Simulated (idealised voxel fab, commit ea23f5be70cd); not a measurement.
Proc. module: voxel wiring stack
250 nm wide, 5 nm square cells: that's cross-section cut.
Cross-section spec: square-cell grid; bands listed top down; each band is one or more rows. Look at the band entry: it leads with the top's height and the bottom's height in nm. Then it lists the materials left to right, with a width in nm for each. The word "all across" on a single material says that material fills the band edge to edge. The word "empty" is empty space. Measure heights from 0. That's the level where, below it, the as-received wafer is all one material. The lowest band is bottomless and extends downward; write it as in "from 0 down". The notation "30->40" denotes a width that varies across the rows of cells in the band, beginning at the first number in the top row, finishing at the second number in the bottom row, and changing by an identical amount from each row to the next. It should be understood that the words "remained the same", when stated for a given step, signify that the cross-section underwent no change in any of its cells during that step. In "Enclosed voids" the enclosed voids are listed, meaning empty spaces of 8 cells or larger without any opening to the top. The form is width x height at distance, distance from the left edge, units nm. Formally, on a step line, whatever follows the settings is a remark that the simulator itself makes on the step. overlay nm: mask right of planned place by this much (step with mask). Neg. = left.

These are the steps we planned for the process
1 RECEIVE (material Si)
2 CONFORMAL_DEP (material SiO2; thk nm 15)
3 CONFORMAL_DEP (material SiN; thk nm 5)
4 DIRECTIONAL_DEP (material lowk; thk nm 25)
5 DIRECTIONAL_DEP (material aC; thk nm 10)
6 PATTERN (tone open; mask id METAL_1; material resist; width nm 25; pitch nm 45; thk nm 25; overlay nm 0)
7 DIRECTIONAL_ETCH (etch materials aC; depth nm 10)
8 STRIP (etch materials resist)
9 DIRECTIONAL_ETCH (etch materials lowk; depth nm 25)
10 DIRECTIONAL_ETCH (etch materials SiN; depth nm 5)
11 STRIP (etch materials aC)
12 CONFORMAL_DEP (material TiN; thk nm 5)
13 FILL_DEP (material W; thk nm 10)
14 CMP (height nm 45)
15 CONFORMAL_DEP (material SiCN; thk nm 5)
16 DIRECTIONAL_DEP (material lowk; thk nm 20)
17 MASKED_ETCH (tone open; mask id PLUG_1; width nm 15; pitch nm 90; etch materials lowk; depth nm 20; overlay nm 0)
18 MASKED_ETCH (tone open; mask id PLUG_1; width nm 15; pitch nm 90; etch materials SiCN; depth nm 5; overlay nm -15)
19 EPI (material Ru; thk nm 10)
20 EPI (material Ru; thk nm 10)
21 EPI (material Ru; thk nm 5)
22 CONFORMAL_DEP (material SiN; thk nm 5)
23 DIRECTIONAL_DEP (material lowk; thk nm 25)
24 MASKED_ETCH (tone open; mask id METAL_2; width nm 25; pitch nm 45; etch materials lowk; depth nm 25; overlay nm 0)
25 MASKED_ETCH (tone open; mask id METAL_2; width nm 25; pitch nm 45; etch materials SiN; depth nm 5; overlay nm 0)
26 CONFORMAL_DEP (material TiN; thk nm 5)
27 FILL_DEP (material Ru; thk nm 10)
28 CMP (height nm 100)
29 CONFORMAL_DEP (material SiCN; thk nm 5)
30 DIRECTIONAL_DEP (material lowk; thk nm 10)
31 PATTERN (tone open; mask id PLUG_2; material resist; width nm 15; pitch nm 45; thk nm 20; overlay nm 0)
32 DIRECTIONAL_ETCH (etch materials lowk; depth nm 10)
33 DIRECTIONAL_ETCH (etch materials SiCN; depth nm 5)
34 STRIP (etch materials resist)
35 CONFORMAL_DEP (material TiN; thk nm 5)
36 FILL_DEP (material W; thk nm 10)
37 CMP (height nm 115)
38 DIRECTIONAL_DEP (material TiN; thk nm 5)
39 DIRECTIONAL_DEP (material W; thk nm 15)
40 DIRECTIONAL_DEP (material aC; thk nm 10)
41 PATTERN (tone cover; mask id METAL_3; material resist; width nm 25; pitch nm 45; thk nm 30; overlay nm 0)
42 DIRECTIONAL_ETCH (etch materials aC; depth nm 10)
43 STRIP (etch materials resist)
44 DIRECTIONAL_ETCH (etch materials W; depth nm 15)
45 DIRECTIONAL_ETCH (etch materials TiN; depth nm 5)
46 STRIP (etch materials aC)
47 FILL_DEP (material lowk; thk nm 10)
48 CMP (height nm 135)
49 CONFORMAL_DEP (material SiN; thk nm 5)
Among the wafers covered here, the point of difference is the overlay nm at step 18; their starting state is shared, and the plan presents the value of the first wafer.

Cross-section: the first of several wafers in its as-received state, i.e. following step 1
from 0 down = Si all across
Enclosed voids: none

Module finished, last step 49 done: cross-section of the first of several wafers
from 140 to 135 = SiN all across
from 135 to 120 = 45 of lowk  25 of W  20 of lowk  25 of W  20 of lowk  25 of W  20 of lowk  25 of W  45 of lowk
from 120 to 115 = 45 of lowk  25 of TiN  20 of lowk  25 of TiN  20 of lowk  25 of TiN  20 of lowk  25 of TiN  45 of lowk
from 115 to 105 = 45 of lowk  5 of TiN  5 of W  5 of TiN  30 of lowk  5 of TiN  5 of W  5 of TiN  30 of lowk  5 of TiN  5 of W  5 of TiN  30 of lowk  5 of TiN  5 of W  5 of TiN  55 of lowk
from 105 to 100 = 45 of SiCN  15 of TiN  30 of SiCN  15 of TiN  30 of SiCN  15 of TiN  30 of SiCN  15 of TiN  55 of SiCN
from 100 to 75 = 45 of lowk  5 of TiN  15 of Ru  5 of TiN  20 of lowk  5 of TiN  15 of Ru  5 of TiN  20 of lowk  5 of TiN  15 of Ru  5 of TiN  20 of lowk  5 of TiN  15 of Ru  5 of TiN  45 of lowk
from 75 to 70 = 45 of SiN  25 of TiN  20 of SiN  25 of TiN  20 of SiN  25 of TiN  20 of SiN  25 of TiN  45 of SiN
from 70 to 50 = 45 of lowk  5 of SiN  5 of TiN  5 of SiN  75 of lowk  5 of SiN  5 of TiN  5 of SiN  100 of lowk
from 50 to 45 = SiCN all across
from 45 to 20 = 45 of lowk  5 of TiN  15 of W  5 of TiN  20 of lowk  5 of TiN  15 of W  5 of TiN  20 of lowk  5 of TiN  15 of W  5 of TiN  20 of lowk  5 of TiN  15 of W  5 of TiN  45 of lowk
from 20 to 15 = 45 of SiN  25 of TiN  20 of SiN  25 of TiN  20 of SiN  25 of TiN  20 of SiN  25 of TiN  45 of SiN
from 15 to 0 = SiO2 all across
from 0 down = Si all across
Enclosed voids: none

Sectional view of the last wafer upon completion of the module
from 140 to 135 = SiN all across
from 135 to 120 = 45 of lowk  25 of W  20 of lowk  25 of W  20 of lowk  25 of W  20 of lowk  25 of W  45 of lowk
from 120 to 115 = 45 of lowk  25 of TiN  20 of lowk  25 of TiN  20 of lowk  25 of TiN  20 of lowk  25 of TiN  45 of lowk
from 115 to 105 = 45 of lowk  5 of TiN  5 of W  5 of TiN  30 of lowk  5 of TiN  5 of W  5 of TiN  30 of lowk  5 of TiN  5 of W  5 of TiN  30 of lowk  5 of TiN  5 of W  5 of TiN  55 of lowk
from 105 to 100 = 45 of SiCN  15 of TiN  30 of SiCN  15 of TiN  30 of SiCN  15 of TiN  30 of SiCN  15 of TiN  55 of SiCN
from 100 to 75 = 45 of lowk  5 of TiN  15 of Ru  5 of TiN  20 of lowk  5 of TiN  15 of Ru  5 of TiN  20 of lowk  5 of TiN  15 of Ru  5 of TiN  20 of lowk  5 of TiN  15 of Ru  5 of TiN  45 of lowk
from 75 to 70 = 45 of SiN  25 of TiN  20 of SiN  25 of TiN  20 of SiN  25 of TiN  20 of SiN  25 of TiN  45 of SiN
from 70 to 50 = 45 of lowk  5 of SiN  5 of TiN  5 of SiN  75 of lowk  5 of SiN  5 of TiN  5 of SiN  100 of lowk
from 50 to 45 = SiCN all across
from 45 to 20 = 45 of lowk  5 of TiN  15 of W  5 of TiN  20 of lowk  5 of TiN  15 of W  5 of TiN  20 of lowk  5 of TiN  15 of W  5 of TiN  20 of lowk  5 of TiN  15 of W  5 of TiN  45 of lowk
from 20 to 15 = 45 of SiN  25 of TiN  20 of SiN  25 of TiN  20 of SiN  25 of TiN  20 of SiN  25 of TiN  45 of SiN
from 15 to 0 = SiO2 all across
from 0 down = Si all across
Enclosed voids: none

Rows = wafers. At module end, each row lists per material the cells gained (+) or lost (-) since the wafer was received, then the closed voids
overlay nm -15 | +60 Ru | +88 SiCN | +126 SiN | +150 SiO2 | +176 TiN | +128 W | +672 lowk | Enclosed voids: none
overlay nm -10 | +86 Ru | +86 SiCN | +110 SiN | +150 SiO2 | +168 TiN | +128 W | +672 lowk | Enclosed voids: none
overlay nm -5 | +88 Ru | +84 SiCN | +110 SiN | +150 SiO2 | +168 TiN | +128 W | +672 lowk | Enclosed voids: none
overlay nm 0 | +90 Ru | +82 SiCN | +110 SiN | +150 SiO2 | +168 TiN | +128 W | +672 lowk | Enclosed voids: none
overlay nm 5 | +88 Ru | +84 SiCN | +110 SiN | +150 SiO2 | +168 TiN | +128 W | +672 lowk | Enclosed voids: none
overlay nm 10 | +86 Ru | +86 SiCN | +110 SiN | +150 SiO2 | +168 TiN | +128 W | +672 lowk | Enclosed voids: none
overlay nm 15 | +60 Ru | +88 SiCN | +126 SiN | +150 SiO2 | +176 TiN | +128 W | +672 lowk | Enclosed voids: none
